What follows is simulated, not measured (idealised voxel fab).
process module | voxel spacer lines
cross-section cut | 265 nm wide | cells 5 nm
A cross-section is a grid of square cells, given in bands from the top down. A band is one or more rows of cells.
Each band's line starts with the height of the band's top and of its bottom, in nm. Then come its materials from left to right, each with its width in nm. One material with "throughout" fills the band from edge to edge. "air" is empty space.
Height 0 is the level under which the wafer as received is all one material. The lowest band goes on downwards, as in "0 down".
A width such as "30 to 40" changes by the same amount from each row of cells to the next, from the band's top row to its bottom row.
"no change" after a step means that no cell of the cross-section changed.
closed voids: empty space of 8 cells or more with no open way to the top, each as width x height at its distance from the left edge, in nm
after a step's settings: what the simulator itself notes on the step
overlay nm, on a step with a mask: how far to the right of its planned place the mask lay; to the left if negative
plan
1 op RECEIVE | material Si
2 op CONFORMAL_DEP | material Al2O3 | thk nm 10
3 op DIRECTIONAL_DEP | material SiN | thk nm 10
4 op DIRECTIONAL_DEP | material aC | thk nm 30
5 op PATTERN | tone cover | mask id MANDREL | material resist | width nm 25 | pitch nm 80 | thk nm 35 | overlay nm 0
6 op DIRECTIONAL_ETCH | etch materials aC | depth nm 30
7 op STRIP | etch materials resist
8 op CONFORMAL_DEP | material SiO2 | thk nm 15
9 op DIRECTIONAL_ETCH | etch materials SiO2 | depth nm 15
10 op STRIP | etch materials aC
11 op DIRECTIONAL_ETCH | etch materials SiN | depth nm 10
12 op STRIP | etch materials SiO2
13 op FILL_DEP | material lowk | thk nm 10
14 op CMP | height nm 20
as received, after step 1
  0 down: Si throughout
  closed voids: none
first wafer at the end, as planned
  20 to 10: lowk 25 | SiN 15 | lowk 25 | SiN 15 | lowk 25 | SiN 15 | lowk 25 | SiN 15 | lowk 25 | SiN 15 | lowk 25 | SiN 15 | lowk 25
  10 to 0: Al2O3 throughout
  0 down: Si throughout
  closed voids: none
second wafer at the end: like start, like plan, one mistake
  20 to 10: lowk 30 | SiN 15 | lowk 20 | SiN 15 | lowk 30 | SiN 15 | lowk 20 | SiN 15 | lowk 30 | SiN 15 | lowk 20 | SiN 15 | lowk 25
  10 to 0: Al2O3 throughout
  0 down: Si throughout
  closed voids: none
what went wrong: step 5 ran as: op PATTERN | tone cover | mask id MANDREL | material resist | width nm 20 | pitch nm 80 | thk nm 35 | overlay nm 0
at the end the second wafer has, in cells: as many of each material as the first, in other places
